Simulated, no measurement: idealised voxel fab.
process module | voxel released beams
cross-section cut | 210 nm wide | cells 5 nm
A cross-section is a grid of square cells, given in bands from the top down. A band is one or more rows of cells.
Each band's line starts with the height of the band's top and of its bottom, in nm. Then come its materials from left to right, each with its width in nm. One material with "throughout" fills the band from edge to edge. "air" is empty space.
Height 0 is the level under which the wafer as received is all one material. The lowest band goes on downwards, as in "0 down".
A width such as "30 to 40" changes by the same amount from each row of cells to the next, from the band's top row to its bottom row.
"no change" after a step means that no cell of the cross-section changed.
closed voids: empty space of 8 cells or more with no open way to the top, each as width x height at its distance from the left edge, in nm
after a step's settings: what the simulator itself notes on the step
overlay nm, on a step with a mask: how far to the right of its planned place the mask lay; to the left if negative
Each pair below shows a cross-section before one step and the cross-section after it, down to the lowest band that changed. The line under each pair gives the step between them, with its settings. The pairs can come from different runs of this module on the same starting wafer, so a pair continues from the pair above only where its "before" says so.
before
  0 down: Si throughout
  closed voids: none
after
  5 to 0: SiN throughout
  below 0: unchanged
  closed voids: none
the step between: op CONFORMAL_DEP | material SiN | thk nm 5
before: the cross-section after the pair above
after
  15 to 5: SiO2 throughout
  below 5: unchanged
  closed voids: none
the step between: op DIRECTIONAL_DEP | material SiO2 | thk nm 10
before: the cross-section after the pair above
after
  30 to 15: aC throughout
  below 15: unchanged
  closed voids: none
the step between: op DIRECTIONAL_DEP | material aC | thk nm 15
before: the cross-section after the pair above
after
  65 to 30: resist 45 | air 35 | resist 130
  below 30: unchanged
  closed voids: none
the step between: op PATTERN | tone open | mask id ANCHOR | material resist | width nm 35 | thk nm 35 | overlay nm 0
before: the cross-section after the pair above
after
  50 to 30: resist 45 | air 35 | resist 130
  30 to 15: aC 45 | air 35 | aC 130
  below 15: unchanged
  closed voids: none
the step between: op DIRECTIONAL_ETCH | etch materials aC | depth nm 15
before: the cross-section after the pair above
after
  30 to 15: aC 45 | air 35 | aC 130
  below 15: unchanged
  closed voids: none
the step between: op STRIP | etch materials resist
before: the cross-section after the pair above
after
  30 to 15: aC 45 | air 35 | aC 130
  15 to 5: SiO2 45 | air 35 | SiO2 130
  below 5: unchanged
  closed voids: none
the step between: op DIRECTIONAL_ETCH | etch materials SiO2 | depth nm 10
before: the cross-section after the pair above
after
  15 to 5: SiO2 45 | air 35 | SiO2 130
  below 5: unchanged
  closed voids: none
the step between: op STRIP | etch materials aC
before: the cross-section after the pair above
after
  30 to 20: W 60 | air 5 | W 145
  20 to 15: W throughout
  15 to 5: SiO2 45 | W 35 | SiO2 130
  below 5: unchanged
  closed voids: none
the step between: op CONFORMAL_DEP | material W | thk nm 15
before: the cross-section after the pair above
after
  45 to 35: aC 60 | air 5 | aC 145
  35 to 30: aC throughout
  30 to 20: W 60 | aC 5 | W 145
  below 20: unchanged
  closed voids: none
the step between: op DIRECTIONAL_DEP | material aC | thk nm 15
before: the cross-section after the pair above
after
  75 to 45: air 40 | resist 120 | air 50
  45 to 35: aC 60 | resist 5 | aC 145
  below 35: unchanged
  closed voids: none
the step between: op PATTERN | tone cover | mask id BEAM | material resist | width nm 120 | thk nm 30 | overlay nm 0
before: the cross-section after the pair above
after
  60 to 45: air 40 | resist 120 | air 50
  45 to 35: air 40 | aC 20 | resist 5 | aC 95 | air 50
  35 to 30: air 40 | aC 120 | air 50
  below 30: unchanged
  closed voids: none
the step between: op DIRECTIONAL_ETCH | etch materials aC | depth nm 15
before: the cross-section after the pair above
after
  45 to 35: air 40 | aC 20 | air 5 | aC 95 | air 50
  below 35: unchanged
  closed voids: none
the step between: op STRIP | etch materials resist
before: the cross-section after the pair above
after
  45 to 35: air 40 | aC 20 | air 5 | aC 95 | air 50
  35 to 30: air 40 | aC 120 | air 50
  30 to 20: air 40 | W 20 | aC 5 | W 95 | air 50
  20 to 15: air 40 | W 120 | air 50
  below 15: unchanged
  closed voids: none
the step between: op DIRECTIONAL_ETCH | etch materials W | depth nm 15
before: the cross-section after the pair above
after
  30 to 20: air 40 | W 20 | air 5 | W 95 | air 50
  below 20: unchanged
  closed voids: none
the step between: op STRIP | etch materials aC
before: the cross-section after the pair above
after
  30 to 20: air 40 | W 20 | air 5 | W 95 | air 50
  20 to 15: air 40 | W 120 | air 50
  15 to 5: air 45 | W 35 | air 130
  below 5: unchanged
  closed voids: none
the step between: op STRIP | etch materials SiO2
before
  0 down: Si throughout
  closed voids: none
after
  10 to 0: SiO2 throughout
  below 0: unchanged
  closed voids: none
the step between: op DIRECTIONAL_DEP | material SiO2 | thk nm 10
before: the cross-section after the pair above
after
  25 to 10: aC throughout
  below 10: unchanged
  closed voids: none
the step between: op DIRECTIONAL_DEP | material aC | thk nm 15
before: the cross-section after the pair above
after
  60 to 25: resist 45 | air 35 | resist 130
  below 25: unchanged
  closed voids: none
the step between: op PATTERN | tone open | mask id ANCHOR | material resist | width nm 35 | thk nm 35 | overlay nm 0
before: the cross-section after the pair above
after
  45 to 25: resist 45 | air 35 | resist 130
  25 to 10: aC 45 | air 35 | aC 130
  below 10: unchanged
  closed voids: none
the step between: op DIRECTIONAL_ETCH | etch materials aC | depth nm 15
before: the cross-section after the pair above
after
  25 to 10: aC 45 | air 35 | aC 130
  below 10: unchanged
  closed voids: none
the step between: op STRIP | etch materials resist
before: the cross-section after the pair above
after
  25 to 10: aC 45 | air 35 | aC 130
  10 to 0: SiO2 45 | air 35 | SiO2 130
  below 0: unchanged
  closed voids: none
the step between: op DIRECTIONAL_ETCH | etch materials SiO2 | depth nm 10
before: the cross-section after the pair above
after
  10 to 0: SiO2 45 | air 35 | SiO2 130
  below 0: unchanged
  closed voids: none
the step between: op STRIP | etch materials aC
before: the cross-section after the pair above
after
  25 to 15: W 60 | air 5 | W 145
  15 to 10: W throughout
  10 to 0: SiO2 45 | W 35 | SiO2 130
  below 0: unchanged
  closed voids: none
the step between: op CONFORMAL_DEP | material W | thk nm 15
before: the cross-section after the pair above
after
  40 to 30: aC 60 | air 5 | aC 145
  30 to 25: aC throughout
  25 to 15: W 60 | aC 5 | W 145
  below 15: unchanged
  closed voids: none
the step between: op DIRECTIONAL_DEP | material aC | thk nm 15
before: the cross-section after the pair above
after
  70 to 40: air 40 | resist 120 | air 50
  40 to 30: aC 60 | resist 5 | aC 145
  below 30: unchanged
  closed voids: none
the step between: op PATTERN | tone cover | mask id BEAM | material resist | width nm 120 | thk nm 30 | overlay nm 0
before: the cross-section after the pair above
after
  55 to 40: air 40 | resist 120 | air 50
  40 to 30: air 40 | aC 20 | resist 5 | aC 95 | air 50
  30 to 25: air 40 | aC 120 | air 50
  below 25: unchanged
  closed voids: none
the step between: op DIRECTIONAL_ETCH | etch materials aC | depth nm 15
before: the cross-section after the pair above
after
  40 to 30: air 40 | aC 20 | air 5 | aC 95 | air 50
  below 30: unchanged
  closed voids: none
the step between: op STRIP | etch materials resist
before: the cross-section after the pair above
after
  40 to 30: air 40 | aC 20 | air 5 | aC 95 | air 50
  30 to 25: air 40 | aC 120 | air 50
  25 to 15: air 40 | W 20 | aC 5 | W 95 | air 50
  15 to 10: air 40 | W 120 | air 50
  below 10: unchanged
  closed voids: none
the step between: op DIRECTIONAL_ETCH | etch materials W | depth nm 15
before: the cross-section after the pair above
after
  25 to 15: air 40 | W 20 | air 5 | W 95 | air 50
  below 15: unchanged
  closed voids: none
the step between: op STRIP | etch materials aC
before: the cross-section after the pair above
after
  25 to 15: air 40 | W 20 | air 5 | W 95 | air 50
  15 to 10: air 40 | W 120 | air 50
  10 to 0: air 45 | W 35 | air 130
  below 0: unchanged
  closed voids: none
the step between: op STRIP | etch materials SiO2
before
  30 to 20: W 60 | air 5 | W 145
  20 to 15: W throughout
  15 to 5: SiO2 45 | W 35 | SiO2 130
  5 to 0: SiN throughout
  0 down: Si throughout
  closed voids: none
after
  45 to 15: W throughout
  below 15: unchanged
  closed voids: none
the step between: op CONFORMAL_DEP | material W | thk nm 15
before: the cross-section after the pair above
after
  60 to 45: aC throughout
  below 45: unchanged
  closed voids: none
the step between: op DIRECTIONAL_DEP | material aC | thk nm 15
before: the cross-section after the pair above
after
  90 to 60: air 40 | resist 120 | air 50
  below 60: unchanged
  closed voids: none
the step between: op PATTERN | tone cover | mask id BEAM | material resist | width nm 120 | thk nm 30 | overlay nm 0
before: the cross-section after the pair above
after
  75 to 60: air 40 | resist 120 | air 50
  60 to 45: air 40 | aC 120 | air 50
  below 45: unchanged
  closed voids: none
the step between: op DIRECTIONAL_ETCH | etch materials aC | depth nm 15
before: the cross-section after the pair above
after
  60 to 45: air 40 | aC 120 | air 50
  below 45: unchanged
  closed voids: none
the step between: op STRIP | etch materials resist
before: the cross-section after the pair above
after
  60 to 45: air 40 | aC 120 | air 50
  45 to 30: air 40 | W 120 | air 50
  below 30: unchanged
  closed voids: none
the step between: op DIRECTIONAL_ETCH | etch materials W | depth nm 15
before: the cross-section after the pair above
after
  45 to 30: air 40 | W 120 | air 50
  below 30: unchanged
  closed voids: none
the step between: op STRIP | etch materials aC
before
  10 to 0: SiO2 throughout
  0 down: Si throughout
  closed voids: none
after
  15 to 10: SiN throughout
  below 10: unchanged
  closed voids: none
the step between: op CONFORMAL_DEP | material SiN | thk nm 5
before: the cross-section after the pair above
after
  30 to 15: aC throughout
  below 15: unchanged
  closed voids: none
the step between: op DIRECTIONAL_DEP | material aC | thk nm 15
before: the cross-section after the pair above
after
  65 to 30: resist 45 | air 35 | resist 130
  below 30: unchanged
  closed voids: none
the step between: op PATTERN | tone open | mask id ANCHOR | material resist | width nm 35 | thk nm 35 | overlay nm 0
before: the cross-section after the pair above
after
  50 to 30: resist 45 | air 35 | resist 130
  30 to 15: aC 45 | air 35 | aC 130
  below 15: unchanged
  closed voids: none
the step between: op DIRECTIONAL_ETCH | etch materials aC | depth nm 15
before: the cross-section after the pair above
after
  30 to 15: aC 45 | air 35 | aC 130
  below 15: unchanged
  closed voids: none
the step between: op STRIP | etch materials resist
before: the cross-section after the pair above
after
  15 to 10: SiN throughout
  below 10: unchanged
  closed voids: none
the step between: op STRIP | etch materials aC
before: the cross-section after the pair above
after
  30 to 15: W throughout
  below 15: unchanged
  closed voids: none
the step between: op CONFORMAL_DEP | material W | thk nm 15
before: the cross-section after the pair above
after
  45 to 30: aC throughout
  below 30: unchanged
  closed voids: none
the step between: op DIRECTIONAL_DEP | material aC | thk nm 15
before: the cross-section after the pair above
after
  75 to 45: air 40 | resist 120 | air 50
  below 45: unchanged
  closed voids: none
the step between: op PATTERN | tone cover | mask id BEAM | material resist | width nm 120 | thk nm 30 | overlay nm 0
before: the cross-section after the pair above
after
  60 to 45: air 40 | resist 120 | air 50
  45 to 30: air 40 | aC 120 | air 50
  below 30: unchanged
  closed voids: none
the step between: op DIRECTIONAL_ETCH | etch materials aC | depth nm 15
before: the cross-section after the pair above
after
  45 to 30: air 40 | aC 120 | air 50
  below 30: unchanged
  closed voids: none
the step between: op STRIP | etch materials resist
before: the cross-section after the pair above
after
  45 to 30: air 40 | aC 120 | air 50
  30 to 15: air 40 | W 120 | air 50
  below 15: unchanged
  closed voids: none
the step between: op DIRECTIONAL_ETCH | etch materials W | depth nm 15
before: the cross-section after the pair above
after
  30 to 15: air 40 | W 120 | air 50
  below 15: unchanged
  closed voids: none
the step between: op STRIP | etch materials aC
before
  15 to 5: SiO2 45 | air 35 | SiO2 130
  5 to 0: SiN throughout
  0 down: Si throughout
  closed voids: none
after
  20 to 15: W 50 | air 25 | W 135
  15 to 10: SiO2 45 | W 5 | air 25 | W 5 | SiO2 130
  10 to 5: SiO2 45 | W 35 | SiO2 130
  below 5: unchanged
  closed voids: none
the step between: op CONFORMAL_DEP | material W | thk nm 5
before: the cross-section after the pair above
after
  35 to 25: aC 50 | air 25 | aC 135
  25 to 20: aC throughout
  20 to 15: W 50 | aC 25 | W 135
  15 to 10: SiO2 45 | W 5 | aC 25 | W 5 | SiO2 130
  below 10: unchanged
  closed voids: none
the step between: op DIRECTIONAL_DEP | material aC | thk nm 15
before: the cross-section after the pair above
after
  65 to 35: air 40 | resist 120 | air 50
  35 to 25: aC 50 | resist 25 | aC 135
  below 25: unchanged
  closed voids: none
the step between: op PATTERN | tone cover | mask id BEAM | material resist | width nm 120 | thk nm 30 | overlay nm 0
before: the cross-section after the pair above
after
  50 to 35: air 40 | resist 120 | air 50
  35 to 25: air 40 | aC 10 | resist 25 | aC 85 | air 50
  25 to 20: air 40 | aC 120 | air 50
  below 20: unchanged
  closed voids: none
the step between: op DIRECTIONAL_ETCH | etch materials aC | depth nm 15
before: the cross-section after the pair above
after
  35 to 25: air 40 | aC 10 | air 25 | aC 85 | air 50
  below 25: unchanged
  closed voids: none
the step between: op STRIP | etch materials resist
before: the cross-section after the pair above
after
  35 to 25: air 40 | aC 10 | air 25 | aC 85 | air 50
  25 to 20: air 40 | aC 120 | air 50
  20 to 15: air 40 | W 10 | aC 25 | W 85 | air 50
  below 15: unchanged
  closed voids: none
the step between: op DIRECTIONAL_ETCH | etch materials W | depth nm 15
before: the cross-section after the pair above
after
  20 to 15: air 40 | W 10 | air 25 | W 85 | air 50
  15 to 10: SiO2 45 | W 5 | air 25 | W 5 | SiO2 130
  below 10: unchanged
  closed voids: none
the step between: op STRIP | etch materials aC
before: the cross-section after the pair above
after
  20 to 10: air 40 to 45 | W 10 to 5 | air 25 | W 85 to 5 | air 50 to 130
  10 to 5: air 45 | W 35 | air 130
  below 5: unchanged
  closed voids: none
the step between: op STRIP | etch materials SiO2
before
  30 to 15: aC throughout
  15 to 5: SiO2 throughout
  5 to 0: SiN throughout
  0 down: Si throughout
  closed voids: none
after
  65 to 30: resist 50 | air 25 | resist 135
  below 30: unchanged
  closed voids: none
the step between: op PATTERN | tone open | mask id ANCHOR | material resist | width nm 25 | thk nm 35 | overlay nm 0
before: the cross-section after the pair above
after
  50 to 30: resist 50 | air 25 | resist 135
  30 to 15: aC 50 | air 25 | aC 135
  below 15: unchanged
  closed voids: none
the step between: op DIRECTIONAL_ETCH | etch materials aC | depth nm 15
before: the cross-section after the pair above
after
  30 to 15: aC 50 | air 25 | aC 135
  below 15: unchanged
  closed voids: none
the step between: op STRIP | etch materials resist
before: the cross-section after the pair above
after
  30 to 15: aC 50 | air 25 | aC 135
  15 to 5: SiO2 50 | air 25 | SiO2 135
  below 5: unchanged
  closed voids: none
the step between: op DIRECTIONAL_ETCH | etch materials SiO2 | depth nm 10
before: the cross-section after the pair above
after
  15 to 5: SiO2 50 | air 25 | SiO2 135
  below 5: unchanged
  closed voids: none
the step between: op STRIP | etch materials aC
before: the cross-section after the pair above
after
  30 to 15: W throughout
  15 to 5: SiO2 50 | W 25 | SiO2 135
  below 5: unchanged
  closed voids: none
the step between: op CONFORMAL_DEP | material W | thk nm 15
before: the cross-section after the pair above
after
  45 to 30: aC throughout
  below 30: unchanged
  closed voids: none
the step between: op DIRECTIONAL_DEP | material aC | thk nm 15
before: the cross-section after the pair above
after
  75 to 45: air 40 | resist 120 | air 50
  below 45: unchanged
  closed voids: none
the step between: op PATTERN | tone cover | mask id BEAM | material resist | width nm 120 | thk nm 30 | overlay nm 0
before: the cross-section after the pair above
after
  60 to 45: air 40 | resist 120 | air 50
  45 to 30: air 40 | aC 120 | air 50
  below 30: unchanged
  closed voids: none
the step between: op DIRECTIONAL_ETCH | etch materials aC | depth nm 15
before: the cross-section after the pair above
after
  45 to 30: air 40 | aC 120 | air 50
  below 30: unchanged
  closed voids: none
the step between: op STRIP | etch materials resist
before: the cross-section after the pair above
after
  45 to 30: air 40 | aC 120 | air 50
  30 to 15: air 40 | W 120 | air 50
  below 15: unchanged
  closed voids: none
the step between: op DIRECTIONAL_ETCH | etch materials W | depth nm 15
before: the cross-section after the pair above
after
  30 to 15: air 40 | W 120 | air 50
  below 15: unchanged
  closed voids: none
the step between: op STRIP | etch materials aC
before: the cross-section after the pair above
after
  30 to 15: air 40 | W 120 | air 50
  15 to 5: air 50 | W 25 | air 135
  below 5: unchanged
  closed voids: none
the step between: op STRIP | etch materials SiO2
before
  45 to 35: aC 60 | air 5 | aC 145
  35 to 30: aC throughout
  30 to 20: W 60 | aC 5 | W 145
  20 to 15: W throughout
  15 to 5: SiO2 45 | W 35 | SiO2 130
  5 to 0: SiN throughout
  0 down: Si throughout
  closed voids: none
after
  75 to 45: air 35 | resist 120 | air 55
  45 to 35: aC 60 | resist 5 | aC 145
  below 35: unchanged
  closed voids: none
the step between: op PATTERN | tone cover | mask id BEAM | material resist | width nm 120 | thk nm 30 | overlay nm -5
before: the cross-section after the pair above
after
  60 to 45: air 35 | resist 120 | air 55
  45 to 35: air 35 | aC 25 | resist 5 | aC 90 | air 55
  35 to 30: air 35 | aC 120 | air 55
  below 30: unchanged
  closed voids: none
the step between: op DIRECTIONAL_ETCH | etch materials aC | depth nm 15
before: the cross-section after the pair above
after
  45 to 35: air 35 | aC 25 | air 5 | aC 90 | air 55
  below 35: unchanged
  closed voids: none
the step between: op STRIP | etch materials resist
before: the cross-section after the pair above
after
  45 to 35: air 35 | aC 25 | air 5 | aC 90 | air 55
  35 to 30: air 35 | aC 120 | air 55
  30 to 20: air 35 | W 25 | aC 5 | W 90 | air 55
  20 to 15: air 35 | W 120 | air 55
  below 15: unchanged
  closed voids: none
the step between: op DIRECTIONAL_ETCH | etch materials W | depth nm 15
before: the cross-section after the pair above
after
  30 to 20: air 35 | W 25 | air 5 | W 90 | air 55
  below 20: unchanged
  closed voids: none
the step between: op STRIP | etch materials aC
before: the cross-section after the pair above
after
  30 to 20: air 35 | W 25 | air 5 | W 90 | air 55
  20 to 15: air 35 | W 120 | air 55
  15 to 5: air 45 | W 35 | air 130
  below 5: unchanged
  closed voids: none
the step between: op STRIP | etch materials SiO2
before
  0 down: Si throughout
  closed voids: none
after
  5 to 0: W throughout
  below 0: unchanged
  closed voids: none
the step between: op CONFORMAL_DEP | material W | thk nm 5
before: the cross-section after the pair above
after
  15 to 5: SiO2 throughout
  below 5: unchanged
  closed voids: none
the step between: op DIRECTIONAL_DEP | material SiO2 | thk nm 10
before: the cross-section after the pair above
after
  30 to 15: aC throughout
  below 15: unchanged
  closed voids: none
the step between: op DIRECTIONAL_DEP | material aC | thk nm 15
before: the cross-section after the pair above
after
  65 to 30: resist 45 | air 35 | resist 130
  below 30: unchanged
  closed voids: none
the step between: op PATTERN | tone open | mask id ANCHOR | material resist | width nm 35 | thk nm 35 | overlay nm 0
before: the cross-section after the pair above
after
  50 to 30: resist 45 | air 35 | resist 130
  30 to 15: aC 45 | air 35 | aC 130
  below 15: unchanged
  closed voids: none
the step between: op DIRECTIONAL_ETCH | etch materials aC | depth nm 15
before: the cross-section after the pair above
after
  30 to 15: aC 45 | air 35 | aC 130
  below 15: unchanged
  closed voids: none
the step between: op STRIP | etch materials resist
before: the cross-section after the pair above
after
  30 to 15: aC 45 | air 35 | aC 130
  15 to 5: SiO2 45 | air 35 | SiO2 130
  below 5: unchanged
  closed voids: none
the step between: op DIRECTIONAL_ETCH | etch materials SiO2 | depth nm 10
before: the cross-section after the pair above
after
  15 to 5: SiO2 45 | air 35 | SiO2 130
  below 5: unchanged
  closed voids: none
the step between: op STRIP | etch materials aC
before: the cross-section after the pair above
after
  30 to 20: W 60 | air 5 | W 145
  20 to 15: W throughout
  15 to 5: SiO2 45 | W 35 | SiO2 130
  below 5: unchanged
  closed voids: none
the step between: op CONFORMAL_DEP | material W | thk nm 15
before: the cross-section after the pair above
after
  45 to 35: aC 60 | air 5 | aC 145
  35 to 30: aC throughout
  30 to 20: W 60 | aC 5 | W 145
  below 20: unchanged
  closed voids: none
the step between: op DIRECTIONAL_DEP | material aC | thk nm 15
before: the cross-section after the pair above
after
  75 to 45: air 40 | resist 120 | air 50
  45 to 35: aC 60 | resist 5 | aC 145
  below 35: unchanged
  closed voids: none
the step between: op PATTERN | tone cover | mask id BEAM | material resist | width nm 120 | thk nm 30 | overlay nm 0
before: the cross-section after the pair above
after
  60 to 45: air 40 | resist 120 | air 50
  45 to 35: air 40 | aC 20 | resist 5 | aC 95 | air 50
  35 to 30: air 40 | aC 120 | air 50
  below 30: unchanged
  closed voids: none
the step between: op DIRECTIONAL_ETCH | etch materials aC | depth nm 15
before: the cross-section after the pair above
after
  45 to 35: air 40 | aC 20 | air 5 | aC 95 | air 50
  below 35: unchanged
  closed voids: none
the step between: op STRIP | etch materials resist
before: the cross-section after the pair above
after
  45 to 35: air 40 | aC 20 | air 5 | aC 95 | air 50
  35 to 30: air 40 | aC 120 | air 50
  30 to 20: air 40 | W 20 | aC 5 | W 95 | air 50
  20 to 15: air 40 | W 120 | air 50
  below 15: unchanged
  closed voids: none
the step between: op DIRECTIONAL_ETCH | etch materials W | depth nm 15
before: the cross-section after the pair above
after
  30 to 20: air 40 | W 20 | air 5 | W 95 | air 50
  below 20: unchanged
  closed voids: none
the step between: op STRIP | etch materials aC
before: the cross-section after the pair above
after
  30 to 20: air 40 | W 20 | air 5 | W 95 | air 50
  20 to 15: air 40 | W 120 | air 50
  15 to 5: air 45 | W 35 | air 130
  below 5: unchanged
  closed voids: none
the step between: op STRIP | etch materials SiO2
before
  30 to 15: aC throughout
  15 to 5: SiO2 throughout
  5 to 0: SiN throughout
  0 down: Si throughout
  closed voids: none
after
  65 to 30: air 45 | resist 35 | air 130
  below 30: unchanged
  closed voids: none
the step between: op PATTERN | tone cover | mask id ANCHOR | material resist | width nm 35 | thk nm 35 | overlay nm 0
before: the cross-section after the pair above
after
  50 to 30: air 45 | resist 35 | air 130
  30 to 15: air 45 | aC 35 | air 130
  below 15: unchanged
  closed voids: none
the step between: op DIRECTIONAL_ETCH | etch materials aC | depth nm 15
before: the cross-section after the pair above
after
  30 to 15: air 45 | aC 35 | air 130
  below 15: unchanged
  closed voids: none
the step between: op STRIP | etch materials resist
before: the cross-section after the pair above
after
  30 to 15: air 45 | aC 35 | air 130
  15 to 5: air 45 | SiO2 35 | air 130
  below 5: unchanged
  closed voids: none
the step between: op DIRECTIONAL_ETCH | etch materials SiO2 | depth nm 10
before: the cross-section after the pair above
after
  15 to 5: air 45 | SiO2 35 | air 130
  below 5: unchanged
  closed voids: none
the step between: op STRIP | etch materials aC
before: the cross-section after the pair above
after
  30 to 20: air 30 | W 65 | air 115
  20 to 15: W throughout
  15 to 5: W 45 | SiO2 35 | W 130
  below 5: unchanged
  closed voids: none
the step between: op CONFORMAL_DEP | material W | thk nm 15
before: the cross-section after the pair above
after
  45 to 35: air 30 | aC 65 | air 115
  35 to 30: aC throughout
  30 to 20: aC 30 | W 65 | aC 115
  below 20: unchanged
  closed voids: none
the step between: op DIRECTIONAL_DEP | material aC | thk nm 15
before: the cross-section after the pair above
after
  75 to 45: air 40 | resist 120 | air 50
  45 to 35: air 30 | aC 65 | resist 65 | air 50
  below 35: unchanged
  closed voids: none
the step between: op PATTERN | tone cover | mask id BEAM | material resist | width nm 120 | thk nm 30 | overlay nm 0
before: the cross-section after the pair above
after
  60 to 45: air 40 | resist 120 | air 50
  45 to 35: air 40 | aC 55 | resist 65 | air 50
  35 to 30: air 40 | aC 120 | air 50
  30 to 20: air 30 | W 65 | aC 65 | air 50
  below 20: unchanged
  closed voids: none
the step between: op DIRECTIONAL_ETCH | etch materials aC | depth nm 15
before: the cross-section after the pair above
after
  45 to 35: air 40 | aC 55 | air 115
  below 35: unchanged
  closed voids: none
the step between: op STRIP | etch materials resist
before: the cross-section after the pair above
after
  45 to 35: air 40 | aC 55 | air 115
  35 to 30: air 40 | aC 120 | air 50
  30 to 20: air 40 | W 55 | aC 65 | air 50
  20 to 15: air 40 | W 120 | air 50
  15 to 5: air 30 | W 15 | SiO2 35 | W 80 | air 50
  below 5: unchanged
  closed voids: none
the step between: op DIRECTIONAL_ETCH | etch materials W | depth nm 15
before: the cross-section after the pair above
after
  30 to 20: air 40 | W 55 | air 115
  below 20: unchanged
  closed voids: none
the step between: op STRIP | etch materials aC
